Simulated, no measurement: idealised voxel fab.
Herein follows the process module entitled voxel capacitor over wiring.
For reference, the cross-section in this document is cut, with width 300 nm and square cells of 5 nm.
Throughout this document, each cross-section is represented as a grid of square cells and is presented as a sequence of bands enumerated from the top downward, where a band comprises one or more rows of cells.
Quick guide to a band line: top height, bottom height (nm) up front; then every material left to right with its width in nm. Only one material and it's marked "throughout"? Then it fills the band edge to edge. And "empty" just means empty space.
The reference from which all heights are counted is 0, the level beneath which the as-received wafer is entirely one material; the lowest band, having no lower bound, proceeds downward and is written after the example "0..down".
Think of "30..40" as a width that walks from the first number to the second as you go down the band, top row to bottom row, taking equal-sized steps from row to row.
"no alteration" means the step left every cell of the cross-section as it was.
The entry "Non-vented voids" lists the empty spaces that cover at least 8 cells and have no open path to the top. Each is written as width x height at distance, where the distance is measured from the left edge and all three values are in nm.
On each step's line, the part that comes after the settings is the simulator's own comment on the step.
Each step line may optionally specify "overlay nm", which for a step with a mask gives the rightward distance between the mask's planned place and where it lay, a negative value indicating the leftward direction.
Planned process steps:
| 1 | RECEIVE with material Si |
| 2 | CONFORMAL_DEP with material SiO2, thk nm 10 |
| 3 | DIRECTIONAL_DEP with material TiN, thk nm 5 |
| 4 | DIRECTIONAL_DEP with material W, thk nm 25 |
| 5 | PATTERN with tone cover, mask id METAL_1, material resist, width nm 20, pitch nm 85, thk nm 20, overlay nm 0 |
| 6 | DIRECTIONAL_ETCH with etch materials W, depth nm 25 |
| 7 | DIRECTIONAL_ETCH with etch materials TiN, depth nm 5 |
| 8 | STRIP with etch materials resist |
| 9 | FILL_DEP with material SiO2, thk nm 10 |
| 10 | CMP with height nm 40 |
| 11 | CONFORMAL_DEP with material SiCN, thk nm 5 |
| 12 | DIRECTIONAL_DEP with material SiO2, thk nm 20 |
| 13 | DIRECTIONAL_DEP with material aC, thk nm 15 |
| 14 | PATTERN with tone open, mask id PLUG_1, material resist, width nm 15, thk nm 35, overlay nm 0 |
| 15 | DIRECTIONAL_ETCH with etch materials aC, depth nm 15 |
| 16 | STRIP with etch materials resist |
| 17 | DIRECTIONAL_ETCH with etch materials SiO2, depth nm 20 |
| 18 | DIRECTIONAL_ETCH with etch materials SiCN, depth nm 5 |
| 19 | STRIP with etch materials aC |
| 20 | CONFORMAL_DEP with material TiN, thk nm 5 |
| 21 | FILL_DEP with material Cu, thk nm 10 |
| 22 | CMP with height nm 65 |
| 23 | DIRECTIONAL_DEP with material TiN, thk nm 10 |
| 24 | DIRECTIONAL_DEP with material Al2O3, thk nm 5 |
| 25 | DIRECTIONAL_DEP with material TiN, thk nm 5 |
| 26 | DIRECTIONAL_DEP with material aC, thk nm 10 |
| 27 | PATTERN with tone cover, mask id UPPER_PLATE, material resist, width nm 70, thk nm 30, overlay nm 0 |
| 28 | DIRECTIONAL_ETCH with etch materials aC, depth nm 10 |
| 29 | STRIP with etch materials resist |
| 30 | DIRECTIONAL_ETCH with etch materials TiN, depth nm 5 |
| 31 | DIRECTIONAL_ETCH with etch materials Al2O3, depth nm 5 |
| 32 | STRIP with etch materials aC |
| 33 | DIRECTIONAL_DEP with material aC, thk nm 10 |
| 34 | PATTERN with tone cover, mask id LOWER_PLATE, material resist, width nm 80, thk nm 30, overlay nm 0 |
| 35 | DIRECTIONAL_ETCH with etch materials aC, depth nm 10 |
| 36 | STRIP with etch materials resist |
| 37 | DIRECTIONAL_ETCH with etch materials TiN, depth nm 10 |
| 38 | STRIP with etch materials aC |
| 39 | FILL_DEP with material SiO2, thk nm 20 |
| 40 | CMP with height nm 100 |
| 41 | PATTERN with tone open, mask id PLUG_2, material resist, width nm 15, thk nm 15, overlay nm 0 |
| 42 | DIRECTIONAL_ETCH with etch materials SiO2, depth nm 15 |
| 43 | STRIP with etch materials resist |
| 44 | CONFORMAL_DEP with material TiN, thk nm 5 |
| 45 | FILL_DEP with material W, thk nm 10 |
| 46 | CMP with height nm 100 |
| 47 | CONFORMAL_DEP with material SiCN, thk nm 5 |
Shown in cross-section is the wafer as received, that is, as it stands after step 1:
> 0..down: Si throughout
> Non-vented voids: none
Sectioned view, first of two wafers, at the close of the module, processed as intended in the plan:
> 105..100: SiCN throughout
> 100..90: SiO2 110; TiN 5; W 5; TiN 5; SiO2 175
> 90..80: SiO2 110..100; TiN 15..70; SiO2 175..130
> 80..75: SiO2 100; Al2O3 70; SiO2 130
> 75..65: SiO2 95; TiN 80; SiO2 125
> 65..45: SiO2 100; TiN 5; Cu 5; TiN 5; SiO2 185
> 45..40: SiCN 100; TiN 15; SiCN 185
> 40..15: SiO2 95; W 20; SiO2 65; W 20; SiO2 100
> 15..10: SiO2 95; TiN 20; SiO2 65; TiN 20; SiO2 100
> 10..0: SiO2 throughout
> 0..down: Si throughout
> Non-vented voids: none
This cross-section belongs to the second wafer of two at the end of the module; the start and the plan were shared with the first, and the run included one mistake:
> 105..100: SiCN throughout
> 100..90: SiO2 110; TiN 5; W 5; TiN 5; SiO2 175
> 90..80: SiO2 110..100; TiN 15..65; SiO2 175..135
> 80..75: SiO2 100; Al2O3 70; SiO2 130
> 75..65: SiO2 85; TiN 85; SiO2 130
> 65..45: SiO2 100; TiN 5; Cu 5; TiN 5; SiO2 185
> 45..40: SiCN 100; TiN 15; SiCN 185
> 40..15: SiO2 95; W 20; SiO2 65; W 20; SiO2 100
> 15..10: SiO2 95; TiN 20; SiO2 65; TiN 20; SiO2 100
> 10..0: SiO2 throughout
> 0..down: Si throughout
> Non-vented voids: none
Deviation noted in wafer processing: planned and actual differ for step 34; actual: PATTERN with tone cover, mask id LOWER_PLATE, material resist, width nm 80, thk nm 30, overlay nm -10
Final wafer comparison in cells, second versus first, more or fewer per material: 1 fewer of SiO2; 1 more of TiN
